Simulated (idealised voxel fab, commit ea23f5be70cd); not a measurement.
The process module presented herein is designated voxel capacitor over wiring.
Pictured: cross-section cut, 140 nm wide, on a grid of 5 nm square cells.
Notation: cross-section as square-cell grid; stated in bands, top first, going down; one or more cell rows per band. First you get the band's top height and its bottom height, in nm, and then the materials it's made of, left to right, with each width in nm. If you see a single material with "all across", that one covers the band edge to edge. "air" is empty space. The reference from which all heights are counted is 0, the level beneath which the as-received wafer is entirely one material; the lowest band, having no lower bound, proceeds downward and is written after the example "0 and below". Note: "30..40" means the width goes from the first number (top row of the band) to the second number (bottom row) in equal steps per row of cells. Basically "no alterations made" means that step didn't change any cell in the cross-section. For the entry "Closed internal cavities", the listed items are empty spaces with no open way to the top whose size is 8 cells or more; each item follows the pattern width x height at distance, where distance is from the left edge and all three are in nm. Step line, after settings: the simulator's comment on this step. "overlay nm" on a masked step: distance the mask lay right of its planned place, negative for left.
Intended process steps:
- 1: RECEIVE: material Si
- 2: CONFORMAL_DEP: material SiO2, thk nm 10
- 3: CONFORMAL_DEP: material SiN, thk nm 5
- 4: DIRECTIONAL_DEP: material SiO2, thk nm 15
- 5: DIRECTIONAL_DEP: material aC, thk nm 10
- 6: PATTERN: tone open, mask id METAL_1, material resist, width nm 25, pitch nm 80, thk nm 25, overlay nm 0
- 7: DIRECTIONAL_ETCH: etch materials aC, depth nm 10
- 8: STRIP: etch materials resist
- 9: DIRECTIONAL_ETCH: etch materials SiO2, depth nm 15
- 10: DIRECTIONAL_ETCH: etch materials SiN, depth nm 5
- 11: STRIP: etch materials aC
- 12: CONFORMAL_DEP: material TiN, thk nm 5
- 13: FILL_DEP: material W, thk nm 10
- 14: CMP: height nm 30
- 15: EPI: material Ru, thk nm 5
- 16: FILL_DEP: material SiCN, thk nm 5
- 17: DIRECTIONAL_DEP: material SiO2, thk nm 20
- 18: DIRECTIONAL_DEP: material aC, thk nm 15
- 19: PATTERN: tone open, mask id PLUG_1, material resist, width nm 15, thk nm 30, overlay nm 0
- 20: DIRECTIONAL_ETCH: etch materials aC, depth nm 15
- 21: STRIP: etch materials resist
- 22: DIRECTIONAL_ETCH: etch materials SiO2, depth nm 20
- 23: DIRECTIONAL_ETCH: etch materials SiCN, depth nm 5
- 24: STRIP: etch materials aC
- 25: EPI: material Ru, thk nm 10
- 26: EPI: material Ru, thk nm 10
- 27: EPI: material Ru, thk nm 5
- 28: DIRECTIONAL_DEP: material TiN, thk nm 10
- 29: DIRECTIONAL_DEP: material SiN, thk nm 5
- 30: DIRECTIONAL_DEP: material TiN, thk nm 10
- 31: DIRECTIONAL_DEP: material aC, thk nm 15
- 32: PATTERN: tone cover, mask id UPPER_PLATE, material resist, width nm 60, thk nm 35, overlay nm 0
- 33: DIRECTIONAL_ETCH: etch materials aC, depth nm 15
- 34: STRIP: etch materials resist
- 35: DIRECTIONAL_ETCH: etch materials TiN, depth nm 10
- 36: DIRECTIONAL_ETCH: etch materials SiN, depth nm 5
- 37: STRIP: etch materials aC
- 38: DIRECTIONAL_DEP: material aC, thk nm 15
- 39: PATTERN: tone cover, mask id LOWER_PLATE, material resist, width nm 70, thk nm 30, overlay nm 0
- 40: DIRECTIONAL_ETCH: etch materials aC, depth nm 15
- 41: STRIP: etch materials resist
- 42: DIRECTIONAL_ETCH: etch materials TiN, depth nm 10
- 43: STRIP: etch materials aC
- 44: FILL_DEP: material SiO2, thk nm 15
- 45: CMP: height nm 95
- 46: DIRECTIONAL_DEP: material aC, thk nm 15
- 47: PATTERN: tone open, mask id PLUG_2, material resist, width nm 15, thk nm 35, overlay nm 0
- 48: DIRECTIONAL_ETCH: etch materials aC, depth nm 15
- 49: STRIP: etch materials resist
- 50: DIRECTIONAL_ETCH: etch materials SiO2, depth nm 10
- 51: STRIP: etch materials aC
- 52: CONFORMAL_DEP: material TiN, thk nm 5
- 53: FILL_DEP: material Cu, thk nm 5
- 54: CMP: height nm 95
- 55: CONFORMAL_DEP: material SiCN, thk nm 5
Cross-section of the incoming wafer, state after step 1:
- 0 and below = Si all across
- Closed internal cavities: none
Cross-sectional result after module completion. Note: starting condition and plan are unchanged from above; one processing mistake was made:
- 100 down to 95 = SiCN all across
- 95 down to 90 = 35 nm SiO2, then 5 nm TiN, then 5 nm Cu, then 5 nm TiN, then 90 nm SiO2
- 90 down to 85 = 35 nm SiO2, then 15 nm TiN, then 90 nm SiO2
- 85 down to 75 = 25 nm SiO2, then 60 nm TiN, then 55 nm SiO2
- 75 down to 70 = 25 nm SiO2, then 60 nm SiN, then 55 nm SiO2
- 70 down to 60 = Ru all across
- 60 down to 40 = 25 nm SiO2, then 15 nm Ru, then 100 nm SiO2
- 40 down to 35 = 25 nm SiCN, then 15 nm Ru, then 100 nm SiCN
- 35 down to 30 = 10 nm SiCN, then 35 nm Ru, then 45 nm SiCN, then 35 nm Ru, then 15 nm SiCN
- 30 down to 15 = 15 nm SiO2, then 5 nm TiN, then 15 nm W, then 5 nm TiN, then 55 nm SiO2, then 5 nm TiN, then 15 nm W, then 5 nm TiN, then 20 nm SiO2
- 15 down to 10 = 15 nm SiN, then 25 nm TiN, then 55 nm SiN, then 25 nm TiN, then 20 nm SiN
- 10 down to 0 = SiO2 all across
- 0 and below = Si all across
- Closed internal cavities: none
Plan not followed: rather than as planned, step 28 actually ran as DIRECTIONAL_DEP: material Ru, thk nm 10
